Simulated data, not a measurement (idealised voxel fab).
This section sets out a process module, namely voxel ribs on slabs.
Pictured: cross-section cut, 290 nm wide, on a grid of 5 nm square cells.
A cross-section is written here as square cells arranged in a grid, and it is given in bands from the top down, each band taking up one or more rows of cells.
Basically the band line says how high the top is and how high the bottom is, in nm, and then what's in it from left to right, every material with its width in nm. Empty space shows up as "empty", and if a single material carries "all across" it runs the full band edge to edge.
It should be noted that heights are counted from 0, beneath which the wafer as supplied is of one material throughout, and that the lowest band possesses no lower boundary but continues downward, as written in "0..down".
Width: "30..40" (first number = top row, second number = bottom row, same change from row to row of cells).
For the purposes of this document, the phrase "nothing changed" attached to a step denotes that no cell within the cross-section was modified by that step.
Empty spaces counting at least 8 cells and having no open way to the top are listed in "Non-vented voids". The notation width x height at distance is used for each, the distance being from the left edge and all three values in nm.
On each step's line, the part that comes after the settings is the simulator's own comment on the step.
The "overlay nm" setting may appear on a step's line; for a step that uses a mask, it gives how far to the right of its planned position the mask lay, and a negative value indicates the left.

Steps planned for the process:
1) RECEIVE,material Si
2) DIRECTIONAL_DEP,material SiO2,thk nm 25
3) DIRECTIONAL_DEP,material polySi,thk nm 20
4) DIRECTIONAL_DEP,material aC,thk nm 15
5) PATTERN,tone cover,mask id RIB,material resist,width nm 25,thk nm 35,overlay nm 0
6) DIRECTIONAL_ETCH,etch materials aC,depth nm 15
7) STRIP,etch materials resist
8) DIRECTIONAL_ETCH,etch materials polySi,depth nm 5
9) STRIP,etch materials aC
10) DIRECTIONAL_DEP,material aC,thk nm 15
11) PATTERN,tone cover,mask id SLAB,material resist,width nm 85,thk nm 30,overlay nm 0
12) DIRECTIONAL_ETCH,etch materials aC,depth nm 15
13) STRIP,etch materials resist
14) DIRECTIONAL_ETCH,etch materials polySi,depth nm 15
15) STRIP,etch materials aC
16) FILL_DEP,material SiO2,thk nm 20
17) CMP,height nm 55
18) DIRECTIONAL_DEP,material TiN,thk nm 10
19) PATTERN,tone cover,mask id HEATER,material resist,width nm 35,thk nm 20,overlay nm 0
20) DIRECTIONAL_ETCH,etch materials TiN,depth nm 10
21) STRIP,etch materials resist
22) CONFORMAL_DEP,material SiO2,thk nm 10

as received, after step 1:
  0..down | Si all across
  Non-vented voids: none

First wafer of two, sectioned at end of module; run went per plan:
  75..65 | 115 nm empty, then 55 nm SiO2, then 120 nm empty
  65..55 | 125 nm SiO2, then 35 nm TiN, then 130 nm SiO2
  55..45 | SiO2 all across
  45..40 | 130 nm SiO2, then 25 nm polySi, then 135 nm SiO2
  40..25 | 100 nm SiO2, then 85 nm polySi, then 105 nm SiO2
  25..0 | SiO2 all across
  0..down | Si all across
  Non-vented voids: none

Cross-section, wafer two of two, end of module: same start and plan as wafer one, one error in execution:
  75..65 | 115 nm empty, then 55 nm SiO2, then 120 nm empty
  65..55 | 125 nm SiO2, then 35 nm TiN, then 130 nm SiO2
  55..45 | 100 nm SiO2, then 85 nm polySi, then 105 nm SiO2
  45..25 | polySi all across
  25..0 | SiO2 all across
  0..down | Si all across
  Non-vented voids: none
Plan not followed: step 3 of the plan was carried out twice
Cell-count delta at end, second wafer over first, by material: SiO2 -210, polySi +210
